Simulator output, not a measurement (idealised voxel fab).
Name of the process module below: voxel self aligned contacts
cross-section cut | 250 nm wide | cells 5 nm
Cross-section = grid of square cells, listed top down in bands; band = one or more rows.
Heads up on the band format: heights come first, top then bottom, in nm. After that it's the materials left to right, each with its width in nm. A single material flagged "everywhere" fills the whole band edge to edge, and "blank" means there's empty space there.
The level at which height equals 0 is the one under which the wafer, as it arrives, is entirely one material. No lower edge exists for the bottom band, which continues downward and is notated as in "z 0 and below".
With a width like "30..40", each row of cells in the band differs from the next by the same amount, the top row carrying the first number and the bottom row the second.
"no change occurred" means the step left every cell of the cross-section as it was.
The label "Fully enclosed voids" introduces a list of the empty spaces, 8 cells or larger, that have no open way up to the top; each entry in it reads width x height at distance, where the distance is taken from the left edge and all three are stated in nm.
Formally, on a step line, whatever follows the settings is a remark that the simulator itself makes on the step.
overlay nm: where the mask lay relative to plan, measured to the right, on steps with a mask; negatives go left.
So the way this works: pairs, before and after one process step. The after picture only goes down to the lowest band that actually changed, nothing below. Step and its settings are under each pair. And watch out, pairs might come from different runs of this module, same starting wafer though, so a pair only follows on from the one above if its "Pre-step" entry tells you so.

Pre-step
* z 0 and below | Si everywhere
* Fully enclosed voids: none

Resulting Cross-Section
* z 0 to -5 | SiO2 everywhere
* Nothing below the height -5 has changed.
* Fully enclosed voids: none
The two cross-sections above bracket this step: OXIDIZE [depth nm 5]

Pre-step: For the state before this step, see the after cross-section of the pair located directly above.

Resulting Cross-Section
* z 30 to 0 | polySi everywhere
* Nothing below the height 0 has changed.
* Fully enclosed voids: none
The two cross-sections above bracket this step: DIRECTIONAL_DEP [material polySi] [thk nm 30]

Pre-step: For the state before this step, see the after cross-section of the pair located directly above.

Resulting Cross-Section
* z 50 to 30 | SiN everywhere
* Nothing below the height 30 has changed.
* Fully enclosed voids: none
The two cross-sections above bracket this step: DIRECTIONAL_DEP [material SiN] [thk nm 20]

Pre-step: For the state before this step, see the after cross-section of the pair located directly above.

Resulting Cross-Section
* z 65 to 50 | 80 nm blank  25 nm resist  35 nm blank  25 nm resist  85 nm blank
* Nothing below the height 50 has changed.
* Fully enclosed voids: none
The two cross-sections above bracket this step: PATTERN [tone cover] [mask id GATE] [material resist] [width nm 25] [pitch nm 60] [thk nm 15] [overlay nm 0]

Pre-step: For the state before this step, see the after cross-section of the pair located directly above.

Resulting Cross-Section
* z 65 to 50 | 80 nm blank  25 nm resist  35 nm blank  25 nm resist  85 nm blank
* z 50 to 30 | 80 nm blank  25 nm SiN  35 nm blank  25 nm SiN  85 nm blank
* Nothing below the height 30 has changed.
* Fully enclosed voids: none
The two cross-sections above bracket this step: DIRECTIONAL_ETCH [etch materials SiN] [depth nm 20]

Pre-step: For the state before this step, see the after cross-section of the pair located directly above.

Resulting Cross-Section
* z 65 to 50 | 80 nm blank  25 nm resist  35 nm blank  25 nm resist  85 nm blank
* z 50 to 30 | 80 nm blank  25 nm SiN  35 nm blank  25 nm SiN  85 nm blank
* z 30 to 0 | 80 nm blank  25 nm polySi  35 nm blank  25 nm polySi  85 nm blank
* Nothing below the height 0 has changed.
* Fully enclosed voids: none
The two cross-sections above bracket this step: DIRECTIONAL_ETCH [etch materials polySi] [depth nm 30]

Pre-step: For the state before this step, see the after cross-section of the pair located directly above.

Resulting Cross-Section
* z 50 to 30 | 80 nm blank  25 nm SiN  35 nm blank  25 nm SiN  85 nm blank
* Nothing below the height 30 has changed.
* Fully enclosed voids: none
The two cross-sections above bracket this step: STRIP [etch materials resist]

Pre-step: For the state before this step, see the after cross-section of the pair located directly above.

Resulting Cross-Section
* z 60 to 30 | 70 nm blank  45 nm SiN  15 nm blank  45 nm SiN  75 nm blank
* z 30 to 10 | 70 nm blank  10 nm SiN  25 nm polySi  10 nm SiN  15 nm blank  10 nm SiN  25 nm polySi  10 nm SiN  75 nm blank
* z 10 to 0 | 80 nm SiN  25 nm polySi  35 nm SiN  25 nm polySi  85 nm SiN
* Nothing below the height 0 has changed.
* Fully enclosed voids: none
The two cross-sections above bracket this step: CONFORMAL_DEP [material SiN] [thk nm 10]

Pre-step: For the state before this step, see the after cross-section of the pair located directly above.

Resulting Cross-Section
* z 50 to 30 | 70 nm blank  45 nm SiN  15 nm blank  45 nm SiN  75 nm blank
* z 30 to 0 | 70 nm blank  10 nm SiN  25 nm polySi  10 nm SiN  15 nm blank  10 nm SiN  25 nm polySi  10 nm SiN  75 nm blank
* Nothing below the height 0 has changed.
* Fully enclosed voids: none
The two cross-sections above bracket this step: DIRECTIONAL_ETCH [etch materials SiN] [depth nm 10]

Pre-step: For the state before this step, see the after cross-section of the pair located directly above.

Resulting Cross-Section
* z 60 to 50 | SiO2 everywhere
* z 50 to 30 | 70 nm SiO2  45 nm SiN  15 nm SiO2  45 nm SiN  75 nm SiO2
* z 30 to 0 | 70 nm SiO2  10 nm SiN  25 nm polySi  10 nm SiN  15 nm SiO2  10 nm SiN  25 nm polySi  10 nm SiN  75 nm SiO2
* Nothing below the height 0 has changed.
* Fully enclosed voids: none
The two cross-sections above bracket this step: FILL_DEP [material SiO2] [thk nm 10]

Pre-step: For the state before this step, see the after cross-section of the pair located directly above.

Resulting Cross-Section
* z 55 to 50 | SiO2 everywhere
* Nothing below the height 50 has changed.
* Fully enclosed voids: none
The two cross-sections above bracket this step: CMP [height nm 55]

Pre-step: For the state before this step, see the after cross-section of the pair located directly above.

Resulting Cross-Section
* z 70 to 55 | aC everywhere
* Nothing below the height 55 has changed.
* Fully enclosed voids: none
The two cross-sections above bracket this step: DIRECTIONAL_DEP [material aC] [thk nm 15]

Pre-step: For the state before this step, see the after cross-section of the pair located directly above.

Resulting Cross-Section
* z 105 to 70 | 100 nm resist  45 nm blank  105 nm resist
* Nothing below the height 70 has changed.
* Fully enclosed voids: none
The two cross-sections above bracket this step: PATTERN [tone open] [mask id CONTACT] [material resist] [width nm 45] [thk nm 35] [overlay nm 0]

Pre-step: For the state before this step, see the after cross-section of the pair located directly above.

Resulting Cross-Section
* z 90 to 70 | 100 nm resist  45 nm blank  105 nm resist
* z 70 to 55 | 100 nm aC  45 nm blank  105 nm aC
* Nothing below the height 55 has changed.
* Fully enclosed voids: none
The two cross-sections above bracket this step: DIRECTIONAL_ETCH [etch materials aC] [depth nm 15]

Pre-step: For the state before this step, see the after cross-section of the pair located directly above.

Resulting Cross-Section
* z 70 to 55 | 100 nm aC  45 nm blank  105 nm aC
* Nothing below the height 55 has changed.
* Fully enclosed voids: none
The two cross-sections above bracket this step: STRIP [etch materials resist]

Pre-step: For the state before this step, see the after cross-section of the pair located directly above.

Resulting Cross-Section
* z 70 to 55 | 100 nm aC  45 nm blank  105 nm aC
* z 55 to 50 | 100 nm SiO2  45 nm blank  105 nm SiO2
* z 50 to 30 | 70 nm SiO2  45 nm SiN  15 nm blank  45 nm SiN  75 nm SiO2
* z 30 to 0 | 70 nm SiO2  10 nm SiN  25 nm polySi  10 nm SiN  15 nm blank  10 nm SiN  25 nm polySi  10 nm SiN  75 nm SiO2
* z 0 to -5 | 115 nm SiO2  15 nm blank  120 nm SiO2
* Nothing below the height -5 has changed.
* Fully enclosed voids: none
The two cross-sections above bracket this step: DIRECTIONAL_ETCH [etch materials SiO2] [depth nm 60]

Pre-step: For the state before this step, see the after cross-section of the pair located directly above.

Resulting Cross-Section
* z 55 to 50 | 100 nm SiO2  45 nm blank  105 nm SiO2
* Nothing below the height 50 has changed.
* Fully enclosed voids: none
The two cross-sections above bracket this step: STRIP [etch materials aC]

Pre-step: For the state before this step, see the after cross-section of the pair located directly above.

Resulting Cross-Section
* z 60 to 55 | 105 nm TiN  35 nm blank  110 nm TiN
* z 55 to 50 | 100 nm SiO2  20 nm TiN  5 nm blank  20 nm TiN  105 nm SiO2
* z 50 to 30 | 70 nm SiO2  45 nm SiN  5 nm TiN  5 nm blank  5 nm TiN  45 nm SiN  75 nm SiO2
* z 30 to 0 | 70 nm SiO2  10 nm SiN  25 nm polySi  10 nm SiN  5 nm TiN  5 nm blank  5 nm TiN  10 nm SiN  25 nm polySi  10 nm SiN  75 nm SiO2
* z 0 to -5 | 115 nm SiO2  15 nm TiN  120 nm SiO2
* Nothing below the height -5 has changed.
* Fully enclosed voids: none
The two cross-sections above bracket this step: CONFORMAL_DEP [material TiN] [thk nm 5]

Pre-step: For the state before this step, see the after cross-section of the pair located directly above.

Resulting Cross-Section
* z 70 to 60 | W everywhere
* z 60 to 55 | 105 nm TiN  35 nm W  110 nm TiN
* z 55 to 50 | 100 nm SiO2  20 nm TiN  5 nm W  20 nm TiN  105 nm SiO2
* z 50 to 30 | 70 nm SiO2  45 nm SiN  5 nm TiN  5 nm W  5 nm TiN  45 nm SiN  75 nm SiO2
* z 30 to 0 | 70 nm SiO2  10 nm SiN  25 nm polySi  10 nm SiN  5 nm TiN  5 nm W  5 nm TiN  10 nm SiN  25 nm polySi  10 nm SiN  75 nm SiO2
* Nothing below the height 0 has changed.
* Fully enclosed voids: none
The two cross-sections above bracket this step: FILL_DEP [material W] [thk nm 10]

Pre-step: For the state before this step, see the after cross-section of the pair located directly above.

Resulting Cross-Section
* z 55 to 50 | 100 nm SiO2  20 nm TiN  5 nm W  20 nm TiN  105 nm SiO2
* Nothing below the height 50 has changed.
* Fully enclosed voids: none
The two cross-sections above bracket this step: CMP [height nm 55]

Pre-step: For the state before this step, see the after cross-section of the pair located directly above.

Resulting Cross-Section
* z 60 to 55 | SiCN everywhere
* Nothing below the height 55 has changed.
* Fully enclosed voids: none
The two cross-sections above bracket this step: CONFORMAL_DEP [material SiCN] [thk nm 5]

Pre-step
* z 70 to 60 | W everywhere
* z 60 to 55 | 105 nm TiN  35 nm W  110 nm TiN
* z 55 to 50 | 100 nm SiO2  20 nm TiN  5 nm W  20 nm TiN  105 nm SiO2
* z 50 to 30 | 70 nm SiO2  45 nm SiN  5 nm TiN  5 nm W  5 nm TiN  45 nm SiN  75 nm SiO2
* z 30 to 0 | 70 nm SiO2  10 nm SiN  25 nm polySi  10 nm SiN  5 nm TiN  5 nm W  5 nm TiN  10 nm SiN  25 nm polySi  10 nm SiN  75 nm SiO2
* z 0 to -5 | 115 nm SiO2  15 nm TiN  120 nm SiO2
* z -5 and below | Si everywhere
* Fully enclosed voids: none

Resulting Cross-Section
* z 75 to 70 | SiCN everywhere
* Nothing below the height 70 has changed.
* Fully enclosed voids: none
The two cross-sections above bracket this step: CONFORMAL_DEP [material SiCN] [thk nm 5]

Pre-step
* z 30 to 0 | polySi everywhere
* z 0 to -5 | SiO2 everywhere
* z -5 and below | Si everywhere
* Fully enclosed voids: none

Resulting Cross-Section
* z 60 to 0 | polySi everywhere
* Nothing below the height 0 has changed.
* Fully enclosed voids: none
The two cross-sections above bracket this step: DIRECTIONAL_DEP [material polySi] [thk nm 30]

Pre-step: For the state before this step, see the after cross-section of the pair located directly above.

Resulting Cross-Section
* z 80 to 60 | SiN everywhere
* Nothing below the height 60 has changed.
* Fully enclosed voids: none
The two cross-sections above bracket this step: DIRECTIONAL_DEP [material SiN] [thk nm 20]

Pre-step: For the state before this step, see the after cross-section of the pair located directly above.

Resulting Cross-Section
* z 95 to 80 | 80 nm blank  25 nm resist  35 nm blank  25 nm resist  85 nm blank
* Nothing below the height 80 has changed.
* Fully enclosed voids: none
The two cross-sections above bracket this step: PATTERN [tone cover] [mask id GATE] [material resist] [width nm 25] [pitch nm 60] [thk nm 15] [overlay nm 0]

Pre-step: For the state before this step, see the after cross-section of the pair located directly above.

Resulting Cross-Section
* z 95 to 80 | 80 nm blank  25 nm resist  35 nm blank  25 nm resist  85 nm blank
* z 80 to 60 | 80 nm blank  25 nm SiN  35 nm blank  25 nm SiN  85 nm blank
* Nothing below the height 60 has changed.
* Fully enclosed voids: none
The two cross-sections above bracket this step: DIRECTIONAL_ETCH [etch materials SiN] [depth nm 20]

Pre-step: For the state before this step, see the after cross-section of the pair located directly above.

Resulting Cross-Section
* z 95 to 80 | 80 nm blank  25 nm resist  35 nm blank  25 nm resist  85 nm blank
* z 80 to 60 | 80 nm blank  25 nm SiN  35 nm blank  25 nm SiN  85 nm blank
* z 60 to 30 | 80 nm blank  25 nm polySi  35 nm blank  25 nm polySi  85 nm blank
* Nothing below the height 30 has changed.
* Fully enclosed voids: none
The two cross-sections above bracket this step: DIRECTIONAL_ETCH [etch materials polySi] [depth nm 30]

Pre-step: For the state before this step, see the after cross-section of the pair located directly above.

Resulting Cross-Section
* z 80 to 60 | 80 nm blank  25 nm SiN  35 nm blank  25 nm SiN  85 nm blank
* Nothing below the height 60 has changed.
* Fully enclosed voids: none
The two cross-sections above bracket this step: STRIP [etch materials resist]

Pre-step: For the state before this step, see the after cross-section of the pair located directly above.

Resulting Cross-Section
* z 90 to 60 | 70 nm blank  45 nm SiN  15 nm blank  45 nm SiN  75 nm blank
* z 60 to 40 | 70 nm blank  10 nm SiN  25 nm polySi  10 nm SiN  15 nm blank  10 nm SiN  25 nm polySi  10 nm SiN  75 nm blank
* z 40 to 30 | 80 nm SiN  25 nm polySi  35 nm SiN  25 nm polySi  85 nm SiN
* Nothing below the height 30 has changed.
* Fully enclosed voids: none
The two cross-sections above bracket this step: CONFORMAL_DEP [material SiN] [thk nm 10]

Pre-step: For the state before this step, see the after cross-section of the pair located directly above.

Resulting Cross-Section
* z 80 to 60 | 70 nm blank  45 nm SiN  15 nm blank  45 nm SiN  75 nm blank
* z 60 to 30 | 70 nm blank  10 nm SiN  25 nm polySi  10 nm SiN  15 nm blank  10 nm SiN  25 nm polySi  10 nm SiN  75 nm blank
* Nothing below the height 30 has changed.
* Fully enclosed voids: none
The two cross-sections above bracket this step: DIRECTIONAL_ETCH [etch materials SiN] [depth nm 10]

Pre-step: For the state before this step, see the after cross-section of the pair located directly above.

Resulting Cross-Section
* z 90 to 80 | SiO2 everywhere
* z 80 to 60 | 70 nm SiO2  45 nm SiN  15 nm SiO2  45 nm SiN  75 nm SiO2
* z 60 to 30 | 70 nm SiO2  10 nm SiN  25 nm polySi  10 nm SiN  15 nm SiO2  10 nm SiN  25 nm polySi  10 nm SiN  75 nm SiO2
* Nothing below the height 30 has changed.
* Fully enclosed voids: none
The two cross-sections above bracket this step: FILL_DEP [material SiO2] [thk nm 10]

Pre-step: For the state before this step, see the after cross-section of the pair located directly above.

Resulting Cross-Section
* z 55 to 30 | 70 nm SiO2  10 nm SiN  25 nm polySi  10 nm SiN  15 nm SiO2  10 nm SiN  25 nm polySi  10 nm SiN  75 nm SiO2
* Nothing below the height 30 has changed.
* Fully enclosed voids: none
The two cross-sections above bracket this step: CMP [height nm 55]

Pre-step: For the state before this step, see the after cross-section of the pair located directly above.

Resulting Cross-Section
* z 70 to 55 | aC everywhere
* Nothing below the height 55 has changed.
* Fully enclosed voids: none
The two cross-sections above bracket this step: DIRECTIONAL_DEP [material aC] [thk nm 15]

Pre-step: For the state before this step, see the after cross-section of the pair located directly above.

Resulting Cross-Section
* z 105 to 70 | 100 nm resist  45 nm blank  105 nm resist
* Nothing below the height 70 has changed.
* Fully enclosed voids: none
The two cross-sections above bracket this step: PATTERN [tone open] [mask id CONTACT] [material resist] [width nm 45] [thk nm 35] [overlay nm 0]

Pre-step: For the state before this step, see the after cross-section of the pair located directly above.

Resulting Cross-Section
* z 90 to 70 | 100 nm resist  45 nm blank  105 nm resist
* z 70 to 55 | 100 nm aC  45 nm blank  105 nm aC
* Nothing below the height 55 has changed.
* Fully enclosed voids: none
The two cross-sections above bracket this step: DIRECTIONAL_ETCH [etch materials aC] [depth nm 15]

Pre-step: For the state before this step, see the after cross-section of the pair located directly above.

Resulting Cross-Section
* z 70 to 55 | 100 nm aC  45 nm blank  105 nm aC
* Nothing below the height 55 has changed.
* Fully enclosed voids: none
The two cross-sections above bracket this step: STRIP [etch materials resist]

Pre-step: For the state before this step, see the after cross-section of the pair located directly above.

Resulting Cross-Section
* z 70 to 55 | 100 nm aC  45 nm blank  105 nm aC
* z 55 to 30 | 70 nm SiO2  10 nm SiN  25 nm polySi  10 nm SiN  15 nm blank  10 nm SiN  25 nm polySi  10 nm SiN  75 nm SiO2
* Nothing below the height 30 has changed.
* Fully enclosed voids: none
The two cross-sections above bracket this step: DIRECTIONAL_ETCH [etch materials SiO2] [depth nm 60]

Pre-step: For the state before this step, see the after cross-section of the pair located directly above.

Resulting Cross-Section
* z 55 to 30 | 70 nm SiO2  10 nm SiN  25 nm polySi  10 nm SiN  15 nm blank  10 nm SiN  25 nm polySi  10 nm SiN  75 nm SiO2
* Nothing below the height 30 has changed.
* Fully enclosed voids: none
The two cross-sections above bracket this step: STRIP [etch materials aC]

Pre-step: For the state before this step, see the after cross-section of the pair located directly above.

Resulting Cross-Section
* z 60 to 55 | 120 nm TiN  5 nm blank  125 nm TiN
* z 55 to 35 | 70 nm SiO2  10 nm SiN  25 nm polySi  10 nm SiN  5 nm TiN  5 nm blank  5 nm TiN  10 nm SiN  25 nm polySi  10 nm SiN  75 nm SiO2
* z 35 to 30 | 70 nm SiO2  10 nm SiN  25 nm polySi  10 nm SiN  15 nm TiN  10 nm SiN  25 nm polySi  10 nm SiN  75 nm SiO2
* Nothing below the height 30 has changed.
* Fully enclosed voids: none
The two cross-sections above bracket this step: CONFORMAL_DEP [material TiN] [thk nm 5]

Pre-step: For the state before this step, see the after cross-section of the pair located directly above.

Resulting Cross-Section
* z 70 to 60 | W everywhere
* z 60 to 55 | 120 nm TiN  5 nm W  125 nm TiN
* z 55 to 35 | 70 nm SiO2  10 nm SiN  25 nm polySi  10 nm SiN  5 nm TiN  5 nm W  5 nm TiN  10 nm SiN  25 nm polySi  10 nm SiN  75 nm SiO2
* Nothing below the height 35 has changed.
* Fully enclosed voids: none
The two cross-sections above bracket this step: FILL_DEP [material W] [thk nm 10]

Pre-step: For the state before this step, see the after cross-section of the pair located directly above.

Resulting Cross-Section
* z 55 to 35 | 70 nm SiO2  10 nm SiN  25 nm polySi  10 nm SiN  5 nm TiN  5 nm W  5 nm TiN  10 nm SiN  25 nm polySi  10 nm SiN  75 nm SiO2
* Nothing below the height 35 has changed.
* Fully enclosed voids: none
The two cross-sections above bracket this step: CMP [height nm 55]

Pre-step: For the state before this step, see the after cross-section of the pair located directly above.

Resulting Cross-Section
* z 60 to 55 | SiCN everywhere
* Nothing below the height 55 has changed.
* Fully enclosed voids: none
The two cross-sections above bracket this step: CONFORMAL_DEP [material SiCN] [thk nm 5]

Pre-step
* z 50 to 30 | 80 nm blank  25 nm SiN  35 nm blank  25 nm SiN  85 nm blank
* z 30 to 0 | 80 nm blank  25 nm polySi  35 nm blank  25 nm polySi  85 nm blank
* z 0 to -5 | SiO2 everywhere
* z -5 and below | Si everywhere
* Fully enclosed voids: none

Resulting Cross-Section
* z 40 to 30 | 80 nm blank  25 nm SiN  35 nm blank  25 nm SiN  85 nm blank
* Nothing below the height 30 has changed.
* Fully enclosed voids: none
The two cross-sections above bracket this step: DIRECTIONAL_ETCH [etch materials SiN] [depth nm 10]

Pre-step: For the state before this step, see the after cross-section of the pair located directly above.

Resulting Cross-Section
* z 50 to 30 | 70 nm blank  45 nm SiN  15 nm blank  45 nm SiN  75 nm blank
* z 30 to 10 | 70 nm blank  10 nm SiN  25 nm polySi  10 nm SiN  15 nm blank  10 nm SiN  25 nm polySi  10 nm SiN  75 nm blank
* z 10 to 0 | 80 nm SiN  25 nm polySi  35 nm SiN  25 nm polySi  85 nm SiN
* Nothing below the height 0 has changed.
* Fully enclosed voids: none
The two cross-sections above bracket this step: CONFORMAL_DEP [material SiN] [thk nm 10]

Pre-step: For the state before this step, see the after cross-section of the pair located directly above.

Resulting Cross-Section
* z 60 to 50 | SiO2 everywhere
* z 50 to 30 | 70 nm SiO2  45 nm SiN  15 nm SiO2  45 nm SiN  75 nm SiO2
* z 30 to 10 | 70 nm SiO2  10 nm SiN  25 nm polySi  10 nm SiN  15 nm SiO2  10 nm SiN  25 nm polySi  10 nm SiN  75 nm SiO2
* Nothing below the height 10 has changed.
* Fully enclosed voids: none
The two cross-sections above bracket this step: FILL_DEP [material SiO2] [thk nm 10]

Pre-step: For the state before this step, see the after cross-section of the pair located directly above.

Resulting Cross-Section
* z 55 to 50 | SiO2 everywhere
* Nothing below the height 50 has changed.
* Fully enclosed voids: none
The two cross-sections above bracket this step: CMP [height nm 55]

Pre-step: For the state before this step, see the after cross-section of the pair located directly above.

Resulting Cross-Section
* z 70 to 55 | aC everywhere
* Nothing below the height 55 has changed.
* Fully enclosed voids: none
The two cross-sections above bracket this step: DIRECTIONAL_DEP [material aC] [thk nm 15]

Pre-step: For the state before this step, see the after cross-section of the pair located directly above.

Resulting Cross-Section
* z 105 to 70 | 100 nm resist  45 nm blank  105 nm resist
* Nothing below the height 70 has changed.
* Fully enclosed voids: none
The two cross-sections above bracket this step: PATTERN [tone open] [mask id CONTACT] [material resist] [width nm 45] [thk nm 35] [overlay nm 0]

Pre-step: For the state before this step, see the after cross-section of the pair located directly above.

Resulting Cross-Section
* z 90 to 70 | 100 nm resist  45 nm blank  105 nm resist
* z 70 to 55 | 100 nm aC  45 nm blank  105 nm aC
* Nothing below the height 55 has changed.
* Fully enclosed voids: none
The two cross-sections above bracket this step: DIRECTIONAL_ETCH [etch materials aC] [depth nm 15]

Pre-step: For the state before this step, see the after cross-section of the pair located directly above.

Resulting Cross-Section
* z 70 to 55 | 100 nm aC  45 nm blank  105 nm aC
* Nothing below the height 55 has changed.
* Fully enclosed voids: none
The two cross-sections above bracket this step: STRIP [etch materials resist]

Pre-step: For the state before this step, see the after cross-section of the pair located directly above.

Resulting Cross-Section
* z 70 to 55 | 100 nm aC  45 nm blank  105 nm aC
* z 55 to 50 | 100 nm SiO2  45 nm blank  105 nm SiO2
* z 50 to 30 | 70 nm SiO2  45 nm SiN  15 nm blank  45 nm SiN  75 nm SiO2
* z 30 to 10 | 70 nm SiO2  10 nm SiN  25 nm polySi  10 nm SiN  15 nm blank  10 nm SiN  25 nm polySi  10 nm SiN  75 nm SiO2
* Nothing below the height 10 has changed.
* Fully enclosed voids: none
The two cross-sections above bracket this step: DIRECTIONAL_ETCH [etch materials SiO2] [depth nm 60]

Pre-step: For the state before this step, see the after cross-section of the pair located directly above.

Resulting Cross-Section
* z 55 to 50 | 100 nm SiO2  45 nm blank  105 nm SiO2
* Nothing below the height 50 has changed.
* Fully enclosed voids: none
The two cross-sections above bracket this step: STRIP [etch materials aC]

Pre-step: For the state before this step, see the after cross-section of the pair located directly above.

Resulting Cross-Section
* z 60 to 55 | 105 nm TiN  35 nm blank  110 nm TiN
* z 55 to 50 | 100 nm SiO2  20 nm TiN  5 nm blank  20 nm TiN  105 nm SiO2
* z 50 to 30 | 70 nm SiO2  45 nm SiN  5 nm TiN  5 nm blank  5 nm TiN  45 nm SiN  75 nm SiO2
* z 30 to 15 | 70 nm SiO2  10 nm SiN  25 nm polySi  10 nm SiN  5 nm TiN  5 nm blank  5 nm TiN  10 nm SiN  25 nm polySi  10 nm SiN  75 nm SiO2
* z 15 to 10 | 70 nm SiO2  10 nm SiN  25 nm polySi  10 nm SiN  15 nm TiN  10 nm SiN  25 nm polySi  10 nm SiN  75 nm SiO2
* Nothing below the height 10 has changed.
* Fully enclosed voids: none
The two cross-sections above bracket this step: CONFORMAL_DEP [material TiN] [thk nm 5]

Pre-step: For the state before this step, see the after cross-section of the pair located directly above.

Resulting Cross-Section
* z 70 to 60 | W everywhere
* z 60 to 55 | 105 nm TiN  35 nm W  110 nm TiN
* z 55 to 50 | 100 nm SiO2  20 nm TiN  5 nm W  20 nm TiN  105 nm SiO2
* z 50 to 30 | 70 nm SiO2  45 nm SiN  5 nm TiN  5 nm W  5 nm TiN  45 nm SiN  75 nm SiO2
* z 30 to 15 | 70 nm SiO2  10 nm SiN  25 nm polySi  10 nm SiN  5 nm TiN  5 nm W  5 nm TiN  10 nm SiN  25 nm polySi  10 nm SiN  75 nm SiO2
* Nothing below the height 15 has changed.
* Fully enclosed voids: none
The two cross-sections above bracket this step: FILL_DEP [material W] [thk nm 10]

Pre-step: For the state before this step, see the after cross-section of the pair located directly above.

Resulting Cross-Section
* z 55 to 50 | 100 nm SiO2  20 nm TiN  5 nm W  20 nm TiN  105 nm SiO2
* Nothing below the height 50 has changed.
* Fully enclosed voids: none
The two cross-sections above bracket this step: CMP [height nm 55]

Pre-step: For the state before this step, see the after cross-section of the pair located directly above.

Resulting Cross-Section
* z 60 to 55 | SiCN everywhere
* Nothing below the height 55 has changed.
* Fully enclosed voids: none
The two cross-sections above bracket this step: CONFORMAL_DEP [material SiCN] [thk nm 5]

Pre-step
* z 30 to 0 | polySi everywhere
* z 0 to -5 | SiO2 everywhere
* z -5 and below | Si everywhere
* Fully enclosed voids: none

Resulting Cross-Section
* z 55 to 30 | SiN everywhere
* Nothing below the height 30 has changed.
* Fully enclosed voids: none
The two cross-sections above bracket this step: DIRECTIONAL_DEP [material SiN] [thk nm 25]

Pre-step: For the state before this step, see the after cross-section of the pair located directly above.

Resulting Cross-Section
* z 70 to 55 | 80 nm blank  25 nm resist  35 nm blank  25 nm resist  85 nm blank
* Nothing below the height 55 has changed.
* Fully enclosed voids: none
The two cross-sections above bracket this step: PATTERN [tone cover] [mask id GATE] [material resist] [width nm 25] [pitch nm 60] [thk nm 15] [overlay nm 0]

Pre-step: For the state before this step, see the after cross-section of the pair located directly above.

Resulting Cross-Section
* z 70 to 55 | 80 nm blank  25 nm resist  35 nm blank  25 nm resist  85 nm blank
* z 55 to 35 | 80 nm blank  25 nm SiN  35 nm blank  25 nm SiN  85 nm blank
* Nothing below the height 35 has changed.
* Fully enclosed voids: none
The two cross-sections above bracket this step: DIRECTIONAL_ETCH [etch materials SiN] [depth nm 20]

Pre-step: For the state before this step, see the after cross-section of the pair located directly above.

Resulting Cross-Section
* z 55 to 35 | 80 nm blank  25 nm SiN  35 nm blank  25 nm SiN  85 nm blank
* Nothing below the height 35 has changed.
* Fully enclosed voids: none
The two cross-sections above bracket this step: STRIP [etch materials resist]

Pre-step: For the state before this step, see the after cross-section of the pair located directly above.

Resulting Cross-Section
* z 65 to 45 | 70 nm blank  45 nm SiN  15 nm blank  45 nm SiN  75 nm blank
* z 45 to 30 | SiN everywhere
* Nothing below the height 30 has changed.
* Fully enclosed voids: none
The two cross-sections above bracket this step: CONFORMAL_DEP [material SiN] [thk nm 10]

Pre-step: For the state before this step, see the after cross-section of the pair located directly above.

Resulting Cross-Section
* z 55 to 35 | 70 nm blank  45 nm SiN  15 nm blank  45 nm SiN  75 nm blank
* Nothing below the height 35 has changed.
* Fully enclosed voids: none
The two cross-sections above bracket this step: DIRECTIONAL_ETCH [etch materials SiN] [depth nm 10]

Pre-step: For the state before this step, see the after cross-section of the pair located directly above.

Resulting Cross-Section
* z 65 to 55 | SiO2 everywhere
* z 55 to 35 | 70 nm SiO2  45 nm SiN  15 nm SiO2  45 nm SiN  75 nm SiO2
* Nothing below the height 35 has changed.
* Fully enclosed voids: none
The two cross-sections above bracket this step: FILL_DEP [material SiO2] [thk nm 10]

Pre-step: For the state before this step, see the after cross-section of the pair located directly above.

Resulting Cross-Section
* z 55 to 35 | 70 nm SiO2  45 nm SiN  15 nm SiO2  45 nm SiN  75 nm SiO2
* Nothing below the height 35 has changed.
* Fully enclosed voids: none
The two cross-sections above bracket this step: CMP [height nm 55]

Pre-step: For the state before this step, see the after cross-section of the pair located directly above.

Resulting Cross-Section
* z 70 to 55 | aC everywhere
* Nothing below the height 55 has changed.
* Fully enclosed voids: none
The two cross-sections above bracket this step: DIRECTIONAL_DEP [material aC] [thk nm 15]

Pre-step: For the state before this step, see the after cross-section of the pair located directly above.

Resulting Cross-Section
* z 105 to 70 | 100 nm resist  45 nm blank  105 nm resist
* Nothing below the height 70 has changed.
* Fully enclosed voids: none
The two cross-sections above bracket this step: PATTERN [tone open] [mask id CONTACT] [material resist] [width nm 45] [thk nm 35] [overlay nm 0]

Pre-step: For the state before this step, see the after cross-section of the pair located directly above.

Resulting Cross-Section
* z 90 to 70 | 100 nm resist  45 nm blank  105 nm resist
* z 70 to 55 | 100 nm aC  45 nm blank  105 nm aC
* Nothing below the height 55 has changed.
* Fully enclosed voids: none
The two cross-sections above bracket this step: DIRECTIONAL_ETCH [etch materials aC] [depth nm 15]

Pre-step: For the state before this step, see the after cross-section of the pair located directly above.

Resulting Cross-Section
* z 70 to 55 | 100 nm aC  45 nm blank  105 nm aC
* Nothing below the height 55 has changed.
* Fully enclosed voids: none
The two cross-sections above bracket this step: STRIP [etch materials resist]

Pre-step: For the state before this step, see the after cross-section of the pair located directly above.

Resulting Cross-Section
* z 70 to 55 | 100 nm aC  45 nm blank  105 nm aC
* z 55 to 35 | 70 nm SiO2  45 nm SiN  15 nm blank  45 nm SiN  75 nm SiO2
* Nothing below the height 35 has changed.
* Fully enclosed voids: none
The two cross-sections above bracket this step: DIRECTIONAL_ETCH [etch materials SiO2] [depth nm 60]

Pre-step: For the state before this step, see the after cross-section of the pair located directly above.

Resulting Cross-Section
* z 55 to 35 | 70 nm SiO2  45 nm SiN  15 nm blank  45 nm SiN  75 nm SiO2
* Nothing below the height 35 has changed.
* Fully enclosed voids: none
The two cross-sections above bracket this step: STRIP [etch materials aC]

Pre-step: For the state before this step, see the after cross-section of the pair located directly above.

Resulting Cross-Section
* z 60 to 55 | 120 nm TiN  5 nm blank  125 nm TiN
* z 55 to 40 | 70 nm SiO2  45 nm SiN  5 nm TiN  5 nm blank  5 nm TiN  45 nm SiN  75 nm SiO2
* z 40 to 35 | 70 nm SiO2  45 nm SiN  15 nm TiN  45 nm SiN  75 nm SiO2
* Nothing below the height 35 has changed.
* Fully enclosed voids: none
The two cross-sections above bracket this step: CONFORMAL_DEP [material TiN] [thk nm 5]

Pre-step: For the state before this step, see the after cross-section of the pair located directly above.

Resulting Cross-Section
* z 70 to 60 | W everywhere
* z 60 to 55 | 120 nm TiN  5 nm W  125 nm TiN
* z 55 to 40 | 70 nm SiO2  45 nm SiN  5 nm TiN  5 nm W  5 nm TiN  45 nm SiN  75 nm SiO2
* Nothing below the height 40 has changed.
* Fully enclosed voids: none
The two cross-sections above bracket this step: FILL_DEP [material W] [thk nm 10]
